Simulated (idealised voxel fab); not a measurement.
Process module under the name voxel released beams
Square cells of 5 nm make up the cross-section cut, whose width is 215 nm.
Square cells in a grid make up a cross-section in this document, and the grid is given as bands, listed from the top down, each one or more rows of cells.
Per band: top height and bottom height in nm, followed by the left-to-right materials and their widths in nm; "edge to edge" marks a single material spanning edge to edge, "air" marks empty space.
Note: height 0 marks the level under which the wafer is uniformly one material as received. Lowest band unbounded below, written "top 0, no bottom".
Quick explanation for "30 to 40": the width changes in equal steps down the rows of cells, from the first number in the band's top row to the second number in its bottom row.
"no change occurred" -> step changed no cross-section cell.
"Closed voids list" - sealed voids, min. 8 cells, no opening to top; format: width x height at distance (distance from left edge; nm throughout).
On each step's line, the part that comes after the settings is the simulator's own comment on the step.
overlay nm, on a step with a mask: how far to the right of its planned place the mask lay; to the left if negative

SO HERE'S THE LINEUP OF PROCESS STEPS WE PLANNED
1 RECEIVE with material Si
2 CONFORMAL_DEP with material SiN, thk nm 10
3 DIRECTIONAL_DEP with material SiO2, thk nm 15
4 PATTERN with tone open, mask id ANCHOR, material resist, width nm 45, thk nm 15, overlay nm 0
5 DIRECTIONAL_ETCH with etch materials SiO2, depth nm 15
6 STRIP with etch materials resist
7 CONFORMAL_DEP with material W, thk nm 15
8 MASKED_ETCH with tone cover, mask id BEAM, width nm 90, etch materials W, depth nm 15, overlay nm 0
9 STRIP with etch materials SiO2

FIRST WAFER, AS PLANNED

STEP 1 COMPLETE: CROSS-SECTION OF THE WAFER AS RECEIVED
	top 0, no bottom | Si edge to edge
	Closed voids list: none

CROSS-SECTION: WAFER STATE AFTER STEP 2
	top 10, bottom 0 | SiN edge to edge
	Whatever lies below 0 is exactly as it was before.

CROSS-SECTION: WAFER STATE AFTER STEP 3
	top 25, bottom 10 | SiO2 edge to edge
	Whatever lies below 10 is exactly as it was before.

CROSS-SECTION: WAFER STATE AFTER STEP 4
	top 40, bottom 25 | resist (65) / air (45) / resist (105)
	Whatever lies below 25 is exactly as it was before.

CROSS-SECTION: WAFER STATE AFTER STEP 5
	top 40, bottom 25 | resist (65) / air (45) / resist (105)
	top 25, bottom 10 | SiO2 (65) / air (45) / SiO2 (105)
	Whatever lies below 10 is exactly as it was before.

CROSS-SECTION: WAFER STATE AFTER STEP 6
	top 25, bottom 10 | SiO2 (65) / air (45) / SiO2 (105)
	Whatever lies below 10 is exactly as it was before.

CROSS-SECTION: WAFER STATE AFTER STEP 7
	top 40, bottom 25 | W (80) / air (15) / W (120)
	top 25, bottom 10 | SiO2 (65) / W (45) / SiO2 (105)
	Whatever lies below 10 is exactly as it was before.

CROSS-SECTION: WAFER STATE AFTER STEP 8
	top 40, bottom 25 | air (60) / W (20) / air (15) / W (55) / air (65)
	Whatever lies below 25 is exactly as it was before.

CROSS-SECTION: WAFER STATE AFTER STEP 9
	top 40, bottom 25 | air (60) / W (20) / air (15) / W (55) / air (65)
	top 25, bottom 10 | air (65) / W (45) / air (105)
	Whatever lies below 10 is exactly as it was before.

SECOND WAFER - SHARED START AND PLAN WITH THE FIRST - ONE ERROR IN RUNNING - SAME AS THE FIRST UP TO STEP 6 INCLUSIVE

LOOK AT THE SECOND WAFER IN CROSS-SECTION AT THE TIME STEP 7 OUGHT TO HAVE FINISHED
	top 35, bottom 25 | W (75) / air (25) / W (115)
	top 25, bottom 20 | SiO2 (65) / W (10) / air (25) / W (10) / SiO2 (105)
	top 20, bottom 10 | SiO2 (65) / W (45) / SiO2 (105)
	Whatever lies below 10 is exactly as it was before.

LOOK AT THE SECOND WAFER IN CROSS-SECTION AT THE TIME STEP 8 OUGHT TO HAVE FINISHED
	top 35, bottom 25 | air (60) / W (15) / air (25) / W (50) / air (65)
	Whatever lies below 25 is exactly as it was before.

LOOK AT THE SECOND WAFER IN CROSS-SECTION AT THE TIME STEP 9 OUGHT TO HAVE FINISHED
	top 35, bottom 25 | air (60) / W (15) / air (25) / W (50) / air (65)
	top 25, bottom 20 | air (65) / W (10) / air (25) / W (10) / air (105)
	top 20, bottom 10 | air (65) / W (45) / air (105)
	Whatever lies below 10 is exactly as it was before.
The plan and the run diverged here: heads up, step 7 didn't go per plan, it actually ran as CONFORMAL_DEP with material W, thk nm 10
Heads up, by the end the second wafer has more or fewer cells of some materials compared to the first: W: 24 fewer
